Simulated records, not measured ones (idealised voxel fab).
Presented below is a process module, voxel air gaps.
Xsec cut, 235 nm wide, square cell size 5 nm.
A cross-section is a grid of square cells, given in bands from the top down. A band is one or more rows of cells. It is stipulated that each band's entry specify, in nanometres, the height of the top of the band and then that of its bottom, followed by the materials of the band in left-to-right sequence, each together with its width in nanometres. A single material marked by the word "all across" is understood to fill the band from edge to edge; the word "empty" is understood to denote empty space. Zero point of the height axis is 0; under it, received wafer = one material. Lowest band: continues down indefinitely, "from 0 down". Per-row width for "30->40": begins at first number (top row of band), ends at second number (bottom row), increment between rows held constant. Any step labelled "no change" changed none of the cells in the cross-section. Look at "Completely enclosed voids" for the closed voids: empty spaces with no open path to the top, sized 8 cells or up. Each is width x height at distance, distance from the left edge, all nm. The remark found on a step's line after its settings is issued by the simulator itself and pertains to that step. The optional step-line setting "overlay nm" applies to steps with a mask and quantifies how far to the right of its planned location the mask lay, a negative value indicating leftward placement.

Steps planned for the process
step 1: RECEIVE [material Si]
step 2: CONFORMAL_DEP [material SiO2] [thk nm 15]
step 3: CONFORMAL_DEP [material SiCN] [thk nm 5]
step 4: DIRECTIONAL_DEP [material SiO2] [thk nm 35]
step 5: MASKED_ETCH [tone open] [mask id LINES] [width nm 25] [pitch nm 50] [etch materials SiO2] [depth nm 35] [overlay nm 0]
step 6: CONFORMAL_DEP [material TiN] [thk nm 5]
step 7: FILL_DEP [material W] [thk nm 10]
step 8: CMP [height nm 55]
step 9: EPI [material Ru] [thk nm 10]
step 10: SELECTIVE_ETCH [etch materials SiO2] [depth nm 45]
step 11: CONFORMAL_DEP [material SiCN] [thk nm 5]

Received-state cross-section, reflecting completion of step 1
> from 0 down: Si all across
> Completely enclosed voids: none

What the wafer looks like in cross-section after this module, when it starts as shown above and follows the plan above but one mistake is made in running it
> from 70 to 65: empty (40), then W (155), then empty (40)
> from 65 to 55: empty (40), then W (5), then Ru (45), then W (5), then Ru (45), then W (5), then Ru (45), then W (5), then empty (40)
> from 55 to 50: empty (40), then W (15), then TiN (5), then W (15), then TiN (5), then W (25), then TiN (5), then W (15), then TiN (5), then W (25), then TiN (5), then W (15), then TiN (5), then W (15), then empty (40)
> from 50 to 25: empty (50), then W (5), then TiN (5), then W (15), then TiN (5), then W (5), then empty (15), then W (5), then TiN (5), then W (15), then TiN (5), then W (5), then empty (15), then W (5), then TiN (5), then W (15), then TiN (5), then W (5), then empty (50)
> from 25 to 20: W (55), then TiN (25), then W (25), then TiN (25), then W (25), then TiN (25), then W (55)
> from 20 to 15: SiCN all across
> from 15 to 0: SiO2 all across
> from 0 down: Si all across
> Completely enclosed voids: 15 x 25 at 85; 15 x 25 at 135
What was done differently from what was planned? step 11 changed vs plan, executed as CONFORMAL_DEP [material W] [thk nm 5]
